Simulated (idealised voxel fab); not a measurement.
process module | voxel spacer lines
cross-section cut | 180 nm wide | cells 5 nm
A cross-section is a grid of square cells, given in bands from the top down. A band is one or more rows of cells.
Each band's line starts with the height of the band's top and of its bottom, in nm. Then come its materials from left to right, each with its width in nm. One material with "throughout" fills the band from edge to edge. "air" is empty space.
Height 0 is the level under which the wafer as received is all one material. The lowest band goes on downwards, as in "0 down".
A width such as "30 to 40" changes by the same amount from each row of cells to the next, from the band's top row to its bottom row.
"no change" after a step means that no cell of the cross-section changed.
closed voids: empty space of 8 cells or more with no open way to the top, each as width x height at its distance from the left edge, in nm
after a step's settings: what the simulator itself notes on the step
overlay nm, on a step with a mask: how far to the right of its planned place the mask lay; to the left if negative
plan
1 op RECEIVE | material Si
2 op CONFORMAL_DEP | material Al2O3 | thk nm 5
3 op DIRECTIONAL_DEP | material TiN | thk nm 15
4 op DIRECTIONAL_DEP | material polySi | thk nm 25
5 op PATTERN | tone cover | mask id MANDREL | material resist | width nm 25 | pitch nm 80 | thk nm 30 | overlay nm 0
6 op DIRECTIONAL_ETCH | etch materials polySi | depth nm 25
7 op STRIP | etch materials resist
8 op CONFORMAL_DEP | material SiO2 | thk nm 15
9 op DIRECTIONAL_ETCH | etch materials SiO2 | depth nm 15
10 op STRIP | etch materials polySi
11 op DIRECTIONAL_ETCH | etch materials TiN | depth nm 15
12 op STRIP | etch materials SiO2
as received, after step 1
  0 down: Si throughout
  closed voids: none
a wafer at the end: this start, this plan, one mistake
  10 to 5: air 20 | TiN 15 | air 25 | TiN 15 | air 25 | TiN 15 | air 25 | TiN 15 | air 25
  5 to 0: Al2O3 throughout
  0 down: Si throughout
  closed voids: none
what went wrong: step 3 ran as: op DIRECTIONAL_DEP | material TiN | thk nm 5
